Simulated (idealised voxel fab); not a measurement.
process module | voxel quadruple lines
cross-section cut | 220 nm wide | cells 5 nm
A cross-section is a grid of square cells, given in bands from the top down. A band is one or more rows of cells.
Each band's line starts with the height of the band's top and of its bottom, in nm. Then come its materials from left to right, each with its width in nm. One material with "throughout" fills the band from edge to edge. "air" is empty space.
Height 0 is the level under which the wafer as received is all one material. The lowest band goes on downwards, as in "0 down".
A width such as "30 to 40" changes by the same amount from each row of cells to the next, from the band's top row to its bottom row.
"no change" after a step means that no cell of the cross-section changed.
closed voids: empty space of 8 cells or more with no open way to the top, each as width x height at its distance from the left edge, in nm
after a step's settings: what the simulator itself notes on the step
overlay nm, on a step with a mask: how far to the right of its planned place the mask lay; to the left if negative
plan
1 op RECEIVE | material Si
2 op CONFORMAL_DEP | material SiO2 | thk nm 5
3 op DIRECTIONAL_DEP | material W | thk nm 15
4 op DIRECTIONAL_DEP | material polySi | thk nm 20
5 op DIRECTIONAL_DEP | material aC | thk nm 20
6 op PATTERN | tone cover | mask id MANDREL | material resist | width nm 15 | thk nm 30 | overlay nm 0
7 op DIRECTIONAL_ETCH | etch materials aC | depth nm 20
8 op STRIP | etch materials resist
9 op CONFORMAL_DEP | material SiO2 | thk nm 15
10 op DIRECTIONAL_ETCH | etch materials SiO2 | depth nm 15
11 op STRIP | etch materials aC
12 op DIRECTIONAL_ETCH | etch materials polySi | depth nm 20
13 op STRIP | etch materials SiO2
14 op CONFORMAL_DEP | material SiCN | thk nm 5
15 op DIRECTIONAL_ETCH | etch materials SiCN | depth nm 5
16 op STRIP | etch materials polySi
17 op DIRECTIONAL_ETCH | etch materials W | depth nm 15
18 op STRIP | etch materials SiCN
19 op FILL_DEP | material lowk | thk nm 10
20 op CMP | height nm 20
varied across the wafers: width nm of step 6. The plan shows the first wafer's value. All wafers start alike
first wafer as received, after step 1
  0 down: Si throughout
  closed voids: none
each wafer at the end: cells of each material gained (+) or lost (-) since it was received, then its closed voids
width nm 15 | +44 SiO2 | +12 W | +120 lowk | closed voids: none
width nm 20 | +44 SiO2 | +12 W | +120 lowk | closed voids: none
width nm 25 | +44 SiO2 | +12 W | +120 lowk | closed voids: none
width nm 30 | +44 SiO2 | +12 W | +120 lowk | closed voids: none
width nm 35 | +44 SiO2 | +12 W | +120 lowk | closed voids: none
width nm 40 | +44 SiO2 | +12 W | +120 lowk | closed voids: none
